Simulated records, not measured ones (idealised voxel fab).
The process module that follows is named voxel lift off.
The figure presents cross-section cut, which has a width of 195 nm and is divided into square cells with an edge length of 5 nm.
For the purposes of this document, a cross-section shall be understood as a grid of square cells, specified as bands listed in top-to-bottom order, each band consisting of one or more rows of cells.
Top height, bottom height, nm. Materials left to right, width each, nm. Single material + "full width" = fills band edge to edge. "empty" = empty.
All heights in this document are referenced to 0, defined as the level beneath which the wafer, as received, consists entirely of one material. The lowest band is not bounded below; it extends indefinitely downward and is written in the form "0 and below".
The width entry "30->40" should be interpreted row by row: the top row of cells in the band takes the first number, the bottom row takes the second number, and the change between adjacent rows is uniform throughout.
Any step labelled "nothing altered" changed none of the cells in the cross-section.
Voids not open to the top, 8 cells minimum: see "Unvented internal voids". Written width x height at distance; distance is from the left edge; nm.
Past the settings on a step's line: simulator remark, on that step.
"overlay nm" denotes, for a step that has a mask, the displacement of the mask to the right of its planned place, with negative values corresponding to the left.
This section lists the process steps that were planned:
- 1: RECEIVE (material Si)
- 2: CONFORMAL_DEP (material SiN; thk nm 10)
- 3: PATTERN (tone open; mask id LINES; material resist; width nm 15; pitch nm 45; thk nm 20; overlay nm 0)
- 4: DIRECTIONAL_DEP (material Ru; thk nm 5)
- 5: STRIP (etch materials resist)
- 6: CONFORMAL_DEP (material SiCN; thk nm 5)
Shown in cross-section is the wafer as received, that is, as it stands after step 1:
	0 and below = Si full width
	Unvented internal voids: none
Module complete - cross-section of the first of two wafers, run according to plan:
	20 down to 15 = empty: 15; SiCN: 25; empty: 20; SiCN: 25; empty: 20; SiCN: 25; empty: 20; SiCN: 25; empty: 20
	15 down to 10 = SiCN: 20; Ru: 15; SiCN: 30; Ru: 15; SiCN: 30; Ru: 15; SiCN: 30; Ru: 15; SiCN: 25
	10 down to 0 = SiN full width
	0 and below = Si full width
	Unvented internal voids: none
What the second wafer looks like in cross-section once the module is done. Its start and its plan matched the first wafer's exactly; what differed was one mistake in how it was run:
	20 down to 15 = SiCN: 25; empty: 5; SiCN: 40; empty: 5; SiCN: 40; empty: 5; SiCN: 40; empty: 5; SiCN: 30
	15 down to 10 = Ru: 20; SiCN: 15; Ru: 30; SiCN: 15; Ru: 30; SiCN: 15; Ru: 30; SiCN: 15; Ru: 25
	10 down to 0 = SiN full width
	0 and below = Si full width
	Unvented internal voids: none
Nonconformance to the process plan: planned and actual differ for step 3; actual: PATTERN (tone cover; mask id LINES; material resist; width nm 15; pitch nm 45; thk nm 20; overlay nm 0)
End check, counted in cells, second wafer has more or fewer of these materials than the first: 15 more of Ru
